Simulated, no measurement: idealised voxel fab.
Name of the process module below: voxel double patterning
Square cell edge 5 nm, section width 235 nm, ID cut.
In what follows, cross-sections appear as grids of square cells, described through bands that run from the top down, where every band is one or more rows of cells.
Per band: top height and bottom height in nm, followed by the left-to-right materials and their widths in nm; "all across" marks a single material spanning edge to edge, "air" marks empty space.
Heights are expressed relative to 0, this being the level below which the as-received wafer comprises one material exclusively. The lowest band is unbounded in the downward direction and is denoted as in "0 -> down".
Think of "30..40" as a width that walks from the first number to the second as you go down the band, top row to bottom row, taking equal-sized steps from row to row.
You'll sometimes find "identical to before" written for a step, and that's the way of saying that nowhere in the cross-section did a cell change during that step.
Entry "Internal closed voids". Content: empty spaces with no open connection to the top, size 8 cells or greater. Each: width x height at distance. Distance: from left edge. Unit: nm.
Note: text after step settings on the step line = simulator remark on that step.
overlay nm: on a step with a mask, how far right of its planned place the mask lay; negative means left.
Pairs follow: section before one process step, section after it down to the lowest changed band, step with settings underneath. Pairs may come from different runs of this module on the same starting wafer; continuity with the pair above only as stated in the "Preceding state" entry.
-- Preceding state
0 -> down = Si all across
Internal closed voids: none
-- Step Result
5 -> 0 = SiN all across
For the remainder of the cross-section, below 0, there is no change.
Internal closed voids: none
What sits between those two cross-sections? CONFORMAL_DEP, material SiN, thk nm 5
Preceding state: the cross-section after the pair above
-- Step Result
20 -> 5 = SiO2 all across
For the remainder of the cross-section, below 5, there is no change.
Internal closed voids: none
What sits between those two cross-sections? DIRECTIONAL_DEP, material SiO2, thk nm 15
Preceding state: the cross-section after the pair above
-- Step Result
30 -> 20 = SiCN all across
For the remainder of the cross-section, below 20, there is no change.
Internal closed voids: none
What sits between those two cross-sections? DIRECTIONAL_DEP, material SiCN, thk nm 10
Preceding state: the cross-section after the pair above
-- Step Result
45 -> 30 = resist: 85, air: 15, resist: 35, air: 15, resist: 85
For the remainder of the cross-section, below 30, there is no change.
Internal closed voids: none
What sits between those two cross-sections? PATTERN, tone open, mask id FIRST, material resist, width nm 15, pitch nm 50, thk nm 15, overlay nm 0
Preceding state: the cross-section after the pair above
-- Step Result
45 -> 30 = resist: 85, air: 15, resist: 35, air: 15, resist: 85
30 -> 20 = SiCN: 85, air: 15, SiCN: 35, air: 15, SiCN: 85
For the remainder of the cross-section, below 20, there is no change.
Internal closed voids: none
What sits between those two cross-sections? DIRECTIONAL_ETCH, etch materials SiCN, depth nm 10
Preceding state: the cross-section after the pair above
-- Step Result
30 -> 20 = SiCN: 85, air: 15, SiCN: 35, air: 15, SiCN: 85
For the remainder of the cross-section, below 20, there is no change.
Internal closed voids: none
What sits between those two cross-sections? STRIP, etch materials resist
Preceding state: the cross-section after the pair above
-- Step Result
30 -> 20 = SiCN: 85, air: 15, SiCN: 10, air: 15, SiCN: 10, air: 15, SiCN: 85
For the remainder of the cross-section, below 20, there is no change.
Internal closed voids: none
What sits between those two cross-sections? MASKED_ETCH, tone open, mask id SECOND, width nm 15, etch materials SiCN, depth nm 10, overlay nm 0
Preceding state: the cross-section after the pair above
-- Step Result
30 -> 20 = SiCN: 85, air: 15, SiCN: 10, air: 15, SiCN: 10, air: 15, SiCN: 85
20 -> 5 = SiO2: 85, air: 15, SiO2: 10, air: 15, SiO2: 10, air: 15, SiO2: 85
For the remainder of the cross-section, below 5, there is no change.
Internal closed voids: none
What sits between those two cross-sections? DIRECTIONAL_ETCH, etch materials SiO2, depth nm 15
Preceding state: the cross-section after the pair above
-- Step Result
20 -> 5 = SiO2: 85, air: 15, SiO2: 10, air: 15, SiO2: 10, air: 15, SiO2: 85
For the remainder of the cross-section, below 5, there is no change.
Internal closed voids: none
What sits between those two cross-sections? STRIP, etch materials SiCN
-- Preceding state
0 -> down = Si all across
Internal closed voids: none
-- Step Result
15 -> 0 = SiO2 all across
For the remainder of the cross-section, below 0, there is no change.
Internal closed voids: none
What sits between those two cross-sections? DIRECTIONAL_DEP, material SiO2, thk nm 15
Preceding state: the cross-section after the pair above
-- Step Result
25 -> 15 = SiCN all across
For the remainder of the cross-section, below 15, there is no change.
Internal closed voids: none
What sits between those two cross-sections? DIRECTIONAL_DEP, material SiCN, thk nm 10
Preceding state: the cross-section after the pair above
-- Step Result
40 -> 25 = resist: 85, air: 15, resist: 35, air: 15, resist: 85
For the remainder of the cross-section, below 25, there is no change.
Internal closed voids: none
What sits between those two cross-sections? PATTERN, tone open, mask id FIRST, material resist, width nm 15, pitch nm 50, thk nm 15, overlay nm 0
Preceding state: the cross-section after the pair above
-- Step Result
40 -> 25 = resist: 85, air: 15, resist: 35, air: 15, resist: 85
25 -> 15 = SiCN: 85, air: 15, SiCN: 35, air: 15, SiCN: 85
For the remainder of the cross-section, below 15, there is no change.
Internal closed voids: none
What sits between those two cross-sections? DIRECTIONAL_ETCH, etch materials SiCN, depth nm 10
Preceding state: the cross-section after the pair above
-- Step Result
25 -> 15 = SiCN: 85, air: 15, SiCN: 35, air: 15, SiCN: 85
For the remainder of the cross-section, below 15, there is no change.
Internal closed voids: none
What sits between those two cross-sections? STRIP, etch materials resist
Preceding state: the cross-section after the pair above
-- Step Result
25 -> 15 = SiCN: 85, air: 15, SiCN: 10, air: 15, SiCN: 10, air: 15, SiCN: 85
For the remainder of the cross-section, below 15, there is no change.
Internal closed voids: none
What sits between those two cross-sections? MASKED_ETCH, tone open, mask id SECOND, width nm 15, etch materials SiCN, depth nm 10, overlay nm 0
Preceding state: the cross-section after the pair above
-- Step Result
25 -> 15 = SiCN: 85, air: 15, SiCN: 10, air: 15, SiCN: 10, air: 15, SiCN: 85
15 -> 0 = SiO2: 85, air: 15, SiO2: 10, air: 15, SiO2: 10, air: 15, SiO2: 85
For the remainder of the cross-section, below 0, there is no change.
Internal closed voids: none
What sits between those two cross-sections? DIRECTIONAL_ETCH, etch materials SiO2, depth nm 15
Preceding state: the cross-section after the pair above
-- Step Result
15 -> 0 = SiO2: 85, air: 15, SiO2: 10, air: 15, SiO2: 10, air: 15, SiO2: 85
For the remainder of the cross-section, below 0, there is no change.
Internal closed voids: none
What sits between those two cross-sections? STRIP, etch materials SiCN
-- Preceding state
20 -> 5 = SiO2 all across
5 -> 0 = SiN all across
0 -> down = Si all across
Internal closed voids: none
-- Step Result
35 -> 5 = SiO2 all across
For the remainder of the cross-section, below 5, there is no change.
Internal closed voids: none
What sits between those two cross-sections? DIRECTIONAL_DEP, material SiO2, thk nm 15
Preceding state: the cross-section after the pair above
-- Step Result
45 -> 35 = SiCN all across
For the remainder of the cross-section, below 35, there is no change.
Internal closed voids: none
What sits between those two cross-sections? DIRECTIONAL_DEP, material SiCN, thk nm 10
Preceding state: the cross-section after the pair above
-- Step Result
60 -> 45 = resist: 85, air: 15, resist: 35, air: 15, resist: 85
For the remainder of the cross-section, below 45, there is no change.
Internal closed voids: none
What sits between those two cross-sections? PATTERN, tone open, mask id FIRST, material resist, width nm 15, pitch nm 50, thk nm 15, overlay nm 0
Preceding state: the cross-section after the pair above
-- Step Result
60 -> 45 = resist: 85, air: 15, resist: 35, air: 15, resist: 85
45 -> 35 = SiCN: 85, air: 15, SiCN: 35, air: 15, SiCN: 85
For the remainder of the cross-section, below 35, there is no change.
Internal closed voids: none
What sits between those two cross-sections? DIRECTIONAL_ETCH, etch materials SiCN, depth nm 10
Preceding state: the cross-section after the pair above
-- Step Result
45 -> 35 = SiCN: 85, air: 15, SiCN: 35, air: 15, SiCN: 85
For the remainder of the cross-section, below 35, there is no change.
Internal closed voids: none
What sits between those two cross-sections? STRIP, etch materials resist
Preceding state: the cross-section after the pair above
-- Step Result
45 -> 35 = SiCN: 85, air: 15, SiCN: 10, air: 15, SiCN: 10, air: 15, SiCN: 85
For the remainder of the cross-section, below 35, there is no change.
Internal closed voids: none
What sits between those two cross-sections? MASKED_ETCH, tone open, mask id SECOND, width nm 15, etch materials SiCN, depth nm 10, overlay nm 0
Preceding state: the cross-section after the pair above
-- Step Result
45 -> 35 = SiCN: 85, air: 15, SiCN: 10, air: 15, SiCN: 10, air: 15, SiCN: 85
35 -> 20 = SiO2: 85, air: 15, SiO2: 10, air: 15, SiO2: 10, air: 15, SiO2: 85
For the remainder of the cross-section, below 20, there is no change.
Internal closed voids: none
What sits between those two cross-sections? DIRECTIONAL_ETCH, etch materials SiO2, depth nm 15
Preceding state: the cross-section after the pair above
-- Step Result
35 -> 20 = SiO2: 85, air: 15, SiO2: 10, air: 15, SiO2: 10, air: 15, SiO2: 85
For the remainder of the cross-section, below 20, there is no change.
Internal closed voids: none
What sits between those two cross-sections? STRIP, etch materials SiCN
-- Preceding state
15 -> 0 = SiO2 all across
0 -> down = Si all across
Internal closed voids: none
-- Step Result
20 -> 15 = SiN all across
For the remainder of the cross-section, below 15, there is no change.
Internal closed voids: none
What sits between those two cross-sections? CONFORMAL_DEP, material SiN, thk nm 5
Preceding state: the cross-section after the pair above
-- Step Result
30 -> 20 = SiCN all across
For the remainder of the cross-section, below 20, there is no change.
Internal closed voids: none
What sits between those two cross-sections? DIRECTIONAL_DEP, material SiCN, thk nm 10
Preceding state: the cross-section after the pair above
-- Step Result
45 -> 30 = resist: 85, air: 15, resist: 35, air: 15, resist: 85
For the remainder of the cross-section, below 30, there is no change.
Internal closed voids: none
What sits between those two cross-sections? PATTERN, tone open, mask id FIRST, material resist, width nm 15, pitch nm 50, thk nm 15, overlay nm 0
Preceding state: the cross-section after the pair above
-- Step Result
45 -> 30 = resist: 85, air: 15, resist: 35, air: 15, resist: 85
30 -> 20 = SiCN: 85, air: 15, SiCN: 35, air: 15, SiCN: 85
For the remainder of the cross-section, below 20, there is no change.
Internal closed voids: none
What sits between those two cross-sections? DIRECTIONAL_ETCH, etch materials SiCN, depth nm 10
Preceding state: the cross-section after the pair above
-- Step Result
30 -> 20 = SiCN: 85, air: 15, SiCN: 35, air: 15, SiCN: 85
For the remainder of the cross-section, below 20, there is no change.
Internal closed voids: none
What sits between those two cross-sections? STRIP, etch materials resist
Preceding state: the cross-section after the pair above
-- Step Result
30 -> 20 = SiCN: 85, air: 15, SiCN: 10, air: 15, SiCN: 10, air: 15, SiCN: 85
For the remainder of the cross-section, below 20, there is no change.
Internal closed voids: none
What sits between those two cross-sections? MASKED_ETCH, tone open, mask id SECOND, width nm 15, etch materials SiCN, depth nm 10, overlay nm 0
Preceding state: the cross-section after the pair above
-- Step Result
20 -> 15 = SiN all across
For the remainder of the cross-section, below 15, there is no change.
Internal closed voids: none
What sits between those two cross-sections? STRIP, etch materials SiCN
-- Preceding state
5 -> 0 = SiN all across
0 -> down = Si all across
Internal closed voids: none
-- Step Result
30 -> 5 = SiO2 all across
For the remainder of the cross-section, below 5, there is no change.
Internal closed voids: none
What sits between those two cross-sections? DIRECTIONAL_DEP, material SiO2, thk nm 25
Preceding state: the cross-section after the pair above
-- Step Result
40 -> 30 = SiCN all across
For the remainder of the cross-section, below 30, there is no change.
Internal closed voids: none
What sits between those two cross-sections? DIRECTIONAL_DEP, material SiCN, thk nm 10
Preceding state: the cross-section after the pair above
-- Step Result
55 -> 40 = resist: 85, air: 15, resist: 35, air: 15, resist: 85
For the remainder of the cross-section, below 40, there is no change.
Internal closed voids: none
What sits between those two cross-sections? PATTERN, tone open, mask id FIRST, material resist, width nm 15, pitch nm 50, thk nm 15, overlay nm 0
Preceding state: the cross-section after the pair above
-- Step Result
55 -> 40 = resist: 85, air: 15, resist: 35, air: 15, resist: 85
40 -> 30 = SiCN: 85, air: 15, SiCN: 35, air: 15, SiCN: 85
For the remainder of the cross-section, below 30, there is no change.
Internal closed voids: none
What sits between those two cross-sections? DIRECTIONAL_ETCH, etch materials SiCN, depth nm 10
Preceding state: the cross-section after the pair above
-- Step Result
40 -> 30 = SiCN: 85, air: 15, SiCN: 35, air: 15, SiCN: 85
For the remainder of the cross-section, below 30, there is no change.
Internal closed voids: none
What sits between those two cross-sections? STRIP, etch materials resist
Preceding state: the cross-section after the pair above
-- Step Result
40 -> 30 = SiCN: 85, air: 15, SiCN: 10, air: 15, SiCN: 10, air: 15, SiCN: 85
For the remainder of the cross-section, below 30, there is no change.
Internal closed voids: none
What sits between those two cross-sections? MASKED_ETCH, tone open, mask id SECOND, width nm 15, etch materials SiCN, depth nm 10, overlay nm 0
Preceding state: the cross-section after the pair above
-- Step Result
40 -> 30 = SiCN: 85, air: 15, SiCN: 10, air: 15, SiCN: 10, air: 15, SiCN: 85
30 -> 15 = SiO2: 85, air: 15, SiO2: 10, air: 15, SiO2: 10, air: 15, SiO2: 85
For the remainder of the cross-section, below 15, there is no change.
Internal closed voids: none
What sits between those two cross-sections? DIRECTIONAL_ETCH, etch materials SiO2, depth nm 15
Preceding state: the cross-section after the pair above
-- Step Result
30 -> 15 = SiO2: 85, air: 15, SiO2: 10, air: 15, SiO2: 10, air: 15, SiO2: 85
For the remainder of the cross-section, below 15, there is no change.
Internal closed voids: none
What sits between those two cross-sections? STRIP, etch materials SiCN
-- Preceding state
30 -> 20 = SiCN: 85, air: 15, SiCN: 35, air: 15, SiCN: 85
20 -> 5 = SiO2 all across
5 -> 0 = SiN all across
0 -> down = Si all across
Internal closed voids: none
-- Step Result
30 -> 20 = SiCN: 85, air: 15, SiCN: 5, air: 25, SiCN: 5, air: 15, SiCN: 85
For the remainder of the cross-section, below 20, there is no change.
Internal closed voids: none
What sits between those two cross-sections? MASKED_ETCH, tone open, mask id SECOND, width nm 25, etch materials SiCN, depth nm 10, overlay nm 0
Preceding state: the cross-section after the pair above
-- Step Result
30 -> 20 = SiCN: 85, air: 15, SiCN: 5, air: 25, SiCN: 5, air: 15, SiCN: 85
20 -> 5 = SiO2: 85, air: 15, SiO2: 5, air: 25, SiO2: 5, air: 15, SiO2: 85
For the remainder of the cross-section, below 5, there is no change.
Internal closed voids: none
What sits between those two cross-sections? DIRECTIONAL_ETCH, etch materials SiO2, depth nm 15
Preceding state: the cross-section after the pair above
-- Step Result
20 -> 5 = SiO2: 85, air: 15, SiO2: 5, air: 25, SiO2: 5, air: 15, SiO2: 85
For the remainder of the cross-section, below 5, there is no change.
Internal closed voids: none
What sits between those two cross-sections? STRIP, etch materials SiCN
-- Preceding state
30 -> 20 = SiCN: 85, air: 15, SiCN: 35, air: 15, SiCN: 85
20 -> 5 = SiO2 all across
5 -> 0 = SiN all across
0 -> down = Si all across
Internal closed voids: none
-- Step Result
30 -> 20 = SiCN: 85, air: 30, SiCN: 20, air: 15, SiCN: 85
For the remainder of the cross-section, below 20, there is no change.
Internal closed voids: none
What sits between those two cross-sections? MASKED_ETCH, tone open, mask id SECOND, width nm 15, etch materials SiCN, depth nm 10, overlay nm -10
Preceding state: the cross-section after the pair above
-- Step Result
30 -> 20 = SiCN: 85, air: 30, SiCN: 20, air: 15, SiCN: 85
20 -> 5 = SiO2: 85, air: 30, SiO2: 20, air: 15, SiO2: 85
For the remainder of the cross-section, below 5, there is no change.
Internal closed voids: none
What sits between those two cross-sections? DIRECTIONAL_ETCH, etch materials SiO2, depth nm 15
Preceding state: the cross-section after the pair above
-- Step Result
20 -> 5 = SiO2: 85, air: 30, SiO2: 20, air: 15, SiO2: 85
For the remainder of the cross-section, below 5, there is no change.
Internal closed voids: none
What sits between those two cross-sections? STRIP, etch materials SiCN
-- Preceding state
20 -> 5 = SiO2 all across
5 -> 0 = SiN all across
0 -> down = Si all across
Internal closed voids: none
-- Step Result
30 -> 5 = SiO2 all across
For the remainder of the cross-section, below 5, there is no change.
Internal closed voids: none
What sits between those two cross-sections? DIRECTIONAL_DEP, material SiO2, thk nm 10
Preceding state: the cross-section after the pair above
-- Step Result
45 -> 30 = resist: 85, air: 15, resist: 35, air: 15, resist: 85
For the remainder of the cross-section, below 30, there is no change.
Internal closed voids: none
What sits between those two cross-sections? PATTERN, tone open, mask id FIRST, material resist, width nm 15, pitch nm 50, thk nm 15, overlay nm 0
Preceding state: the cross-section after the pair above
-- Step Result
30 -> 5 = SiO2 all across
For the remainder of the cross-section, below 5, there is no change.
Internal closed voids: none
What sits between those two cross-sections? STRIP, etch materials resist
Preceding state: the cross-section after the pair above
-- Step Result
15 -> 5 = SiO2 all across
For the remainder of the cross-section, below 5, there is no change.
Internal closed voids: none
What sits between those two cross-sections? DIRECTIONAL_ETCH, etch materials SiO2, depth nm 15
-- Preceding state
30 -> 20 = SiCN: 85, air: 15, SiCN: 35, air: 15, SiCN: 85
20 -> 5 = SiO2 all across
5 -> 0 = SiN all across
0 -> down = Si all across
Internal closed voids: none
-- Step Result
30 -> 20 = air: 110, SiCN: 15, air: 110
For the remainder of the cross-section, below 20, there is no change.
Internal closed voids: none
What sits between those two cross-sections? MASKED_ETCH, tone cover, mask id SECOND, width nm 15, etch materials SiCN, depth nm 10, overlay nm 0
Preceding state: the cross-section after the pair above
-- Step Result
30 -> 20 = air: 110, SiCN: 15, air: 110
20 -> 5 = air: 110, SiO2: 15, air: 110
For the remainder of the cross-section, below 5, there is no change.
Internal closed voids: none
What sits between those two cross-sections? DIRECTIONAL_ETCH, etch materials SiO2, depth nm 15
Preceding state: the cross-section after the pair above
-- Step Result
20 -> 5 = air: 110, SiO2: 15, air: 110
For the remainder of the cross-section, below 5, there is no change.
Internal closed voids: none
What sits between those two cross-sections? STRIP, etch materials SiCN
